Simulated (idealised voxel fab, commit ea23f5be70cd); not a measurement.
This section sets out a process module, namely voxel ribs on slabs.
295 nm wide, 5 nm square cells: that's cross-section cut.
Heads up, the way a cross-section reads in here is a grid of square cells, handed over as bands from the top down, with every band being one or more rows of cells.
Quick guide to a band line: top height, bottom height (nm) up front; then every material left to right with its width in nm. Only one material and it's marked "edge to edge"? Then it fills the band edge to edge. And "blank" just means empty space.
It should be noted that heights are counted from 0, beneath which the wafer as supplied is of one material throughout, and that the lowest band possesses no lower boundary but continues downward, as written in "from 0 down".
So if you see something like "30..40" for the width, read it as the top row of the band sitting at the first number and the bottom row at the second, with every row in between moving by the same amount as the last.
You'll sometimes find "nothing changed" written for a step, and that's the way of saying that nowhere in the cross-section did a cell change during that step.
Any empty space of 8 cells or more lacking an open way to the top shows up in "Fully sealed voids" as width x height at distance, distance from the left edge, in nm.
On each step's line, the part that comes after the settings is the simulator's own comment on the step.
overlay nm: mask right of planned place by this much (step with mask). Neg. = left.

Process steps - plan
1: RECEIVE [material Si]
2: DIRECTIONAL_DEP [material SiO2] [thk nm 20]
3: DIRECTIONAL_DEP [material SiN] [thk nm 25]
4: MASKED_ETCH [tone cover] [mask id RIB] [width nm 30] [etch materials SiN] [depth nm 5] [overlay nm 0]
5: PATTERN [tone cover] [mask id SLAB] [material resist] [width nm 60] [thk nm 20] [overlay nm 0]
6: DIRECTIONAL_ETCH [etch materials SiN] [depth nm 20]
7: STRIP [etch materials resist]
8: FILL_DEP [material SiO2] [thk nm 25]
9: CMP [height nm 65]
10: DIRECTIONAL_DEP [material W] [thk nm 5]
11: DIRECTIONAL_DEP [material aC] [thk nm 10]
12: PATTERN [tone cover] [mask id HEATER] [material resist] [width nm 40] [thk nm 30] [overlay nm 0]
13: DIRECTIONAL_ETCH [etch materials aC] [depth nm 10]
14: STRIP [etch materials resist]
15: DIRECTIONAL_ETCH [etch materials W] [depth nm 5]
16: STRIP [etch materials aC]
17: CONFORMAL_DEP [material SiO2] [thk nm 5]

Incoming wafer, cross-sectional view, post step 1
from 0 down: Si edge to edge
Fully sealed voids: none

Cross-section at module end, one run error; start and plan unchanged from above
from 75 to 70: blank: 120, SiO2: 50, blank: 125
from 70 to 65: SiO2: 125, W: 40, SiO2: 130
from 65 to 45: SiO2 edge to edge
from 45 to 30: SiO2: 130, SiN: 30, SiO2: 135
from 30 to 20: SiO2: 115, SiN: 60, SiO2: 120
from 20 to 0: SiO2 edge to edge
from 0 down: Si edge to edge
Fully sealed voids: none
Finding, execution versus plan: not per plan at step 4, really ran MASKED_ETCH [tone cover] [mask id RIB] [width nm 30] [etch materials SiN] [depth nm 15] [overlay nm 0]
